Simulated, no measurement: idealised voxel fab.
The document below concerns the process module designated voxel transistor to metal.
265 nm wide, 5 nm square cells: that's cross-section cut.
Square cells in a grid make up a cross-section in this document, and the grid is given as bands, listed from the top down, each one or more rows of cells. Each band's line starts with the height of the band's top and of its bottom, in nm. Then come its materials from left to right, each with its width in nm. One material with "everywhere" fills the band from edge to edge. "empty" is empty space. Height datum 0, below which the as-received substrate wafer is one material. Lowest band open at the bottom, running downward: "0 down". When a width is written as two numbers, as in "30 to 40", the first number is the width in the top row of cells of the band and the second is the width in its bottom row, and the width changes by the same amount from each row to the next. Given "nothing got changed" for a step, no cell of the cross-section differs between before and after that step. What "Voids, sealed" gives you is every empty space of 8 cells or more that is cut off from the top. Each appears as width x height at distance, with the distance taken from the left edge and width, height and distance all in nm. The remark found on a step's line after its settings is issued by the simulator itself and pertains to that step. "overlay nm" answers the question of how far to the right of plan the mask lay on a step that has a mask, and when it is negative the answer is to the left.

[These are the steps we planned for the process]
1: RECEIVE [material Si]
2: CONFORMAL_DEP [material SiO2] [thk nm 5]
3: CONFORMAL_DEP [material SiN] [thk nm 10]
4: DIRECTIONAL_DEP [material aC] [thk nm 10]
5: PATTERN [tone cover] [mask id ACTIVE] [material resist] [width nm 105] [pitch nm 125] [thk nm 30] [overlay nm 0]
6: DIRECTIONAL_ETCH [etch materials aC] [depth nm 10]
7: STRIP [etch materials resist]
8: DIRECTIONAL_ETCH [etch materials SiN] [depth nm 10]
9: DIRECTIONAL_ETCH [etch materials SiO2] [depth nm 5]
10: DIRECTIONAL_ETCH [etch materials Si] [depth nm 35]
11: STRIP [etch materials aC]
12: FILL_DEP [material SiO2] [thk nm 10]
13: CMP [height nm 15]
14: SELECTIVE_ETCH [etch materials SiO2] [depth nm 5]
15: STRIP [etch materials SiN]
16: SELECTIVE_ETCH [etch materials SiO2] [depth nm 5]
17: OXIDIZE [depth nm 5]
18: DIRECTIONAL_DEP [material polySi] [thk nm 25]
19: DIRECTIONAL_DEP [material SiCN] [thk nm 15]
20: MASKED_ETCH [tone cover] [mask id GATE] [width nm 25] [pitch nm 125] [etch materials SiCN] [depth nm 25] [overlay nm 0]
21: MASKED_ETCH [tone cover] [mask id GATE] [width nm 25] [pitch nm 125] [etch materials polySi] [depth nm 35] [overlay nm 0]
22: CONFORMAL_DEP [material SiN] [thk nm 5]
23: DIRECTIONAL_ETCH [etch materials SiN] [depth nm 5]
24: DIRECTIONAL_ETCH [etch materials SiO2] [depth nm 5]
25: EPI [material nSi] [thk nm 5]
26: FILL_DEP [material SiO2] [thk nm 10]
27: CMP [height nm 25]
28: STRIP [etch materials polySi]
29: SELECTIVE_ETCH [etch materials SiO2] [depth nm 5]
30: CONFORMAL_DEP [material HfO2] [thk nm 5]
31: CONFORMAL_DEP [material TiN] [thk nm 5]
32: FILL_DEP [material W] [thk nm 10]
33: CMP [height nm 20]
34: DIRECTIONAL_DEP [material SiO2] [thk nm 10]
35: PATTERN [tone open] [mask id CONTACT] [material resist] [width nm 15] [thk nm 20] [overlay nm 0]
36: DIRECTIONAL_ETCH [etch materials SiO2] [depth nm 30]
37: STRIP [etch materials resist]
38: CONFORMAL_DEP [material TiN] [thk nm 5]
39: FILL_DEP [material Ru] [thk nm 10]
40: CMP [height nm 30]
41: CONFORMAL_DEP [material SiN] [thk nm 5]
42: DIRECTIONAL_DEP [material lowk] [thk nm 15]
43: PATTERN [tone open] [mask id METAL_1] [material resist] [width nm 15] [thk nm 15] [overlay nm 0]
44: DIRECTIONAL_ETCH [etch materials lowk] [depth nm 15]
45: DIRECTIONAL_ETCH [etch materials SiN] [depth nm 5]
46: STRIP [etch materials resist]
47: CONFORMAL_DEP [material TiN] [thk nm 5]
48: FILL_DEP [material Cu] [thk nm 5]
49: CMP [height nm 50]
50: EPI [material Ru] [thk nm 5]
51: FILL_DEP [material SiCN] [thk nm 5]

[Shown in cross-section is the wafer as received, that is, as it stands after step 1]
* 0 down  Si everywhere
* Voids, sealed: none

[Figure: cross-sectional view of the wafer upon completion of the module, processed from the initial state and according to the plan depicted above, with one error introduced during execution]
* 60 to 55  SiCN everywhere
* 55 to 50  SiCN=10, then Ru=25, then SiCN=45, then Ru=25, then SiCN=30, then Ru=25, then SiCN=45, then Ru=25, then SiCN=35
* 50 to 35  lowk=15, then TiN=5, then Cu=5, then TiN=5, then lowk=55, then TiN=5, then Cu=5, then TiN=5, then lowk=40, then TiN=5, then Cu=5, then TiN=5, then lowk=55, then TiN=5, then Cu=5, then TiN=5, then lowk=40
* 35 to 30  SiN=15, then TiN=15, then SiN=55, then TiN=15, then SiN=40, then TiN=15, then SiN=55, then TiN=15, then SiN=40
* 30 to 20  SiO2=25, then TiN=5, then Ru=5, then TiN=5, then SiO2=55, then TiN=5, then Ru=5, then TiN=5, then SiO2=40, then TiN=5, then Ru=5, then TiN=5, then SiO2=55, then TiN=5, then Ru=5, then TiN=5, then SiO2=30
* 20 to 5  SiO2=25, then TiN=5, then Ru=5, then TiN=5, then SiO2=10, then SiN=5, then HfO2=5, then TiN=5, then W=5, then TiN=5, then HfO2=5, then SiN=5, then SiO2=10, then TiN=5, then Ru=5, then TiN=5, then SiO2=40, then TiN=5, then Ru=5, then TiN=5, then SiO2=10, then SiN=5, then HfO2=5, then TiN=5, then W=5, then TiN=5, then HfO2=5, then SiN=5, then SiO2=10, then TiN=5, then Ru=5, then TiN=5, then SiO2=30
* 5 to 0  SiO2=10, then SiN=5, then SiO2=10, then TiN=15, then SiO2=10, then SiN=5, then HfO2=5, then TiN=15, then HfO2=5, then SiN=5, then SiO2=10, then TiN=15, then SiO2=10, then SiN=5, then SiO2=10, then SiN=5, then SiO2=10, then TiN=15, then SiO2=10, then SiN=5, then HfO2=5, then TiN=15, then HfO2=5, then SiN=5, then SiO2=10, then TiN=15, then SiO2=10, then SiN=5, then SiO2=15
* 0 to -5  SiO2=15, then nSi=35, then HfO2=35, then nSi=35, then SiO2=20, then nSi=35, then HfO2=35, then nSi=35, then SiO2=20
* -5 to -35  SiO2=15, then Si=105, then SiO2=20, then Si=105, then SiO2=20
* -35 down  Si everywhere
* Voids, sealed: none
Error vs. plan: step 43 did not happen as planned, as run it was PATTERN [tone open] [mask id METAL_1] [material resist] [width nm 15] [thk nm 15] [overlay nm -10]
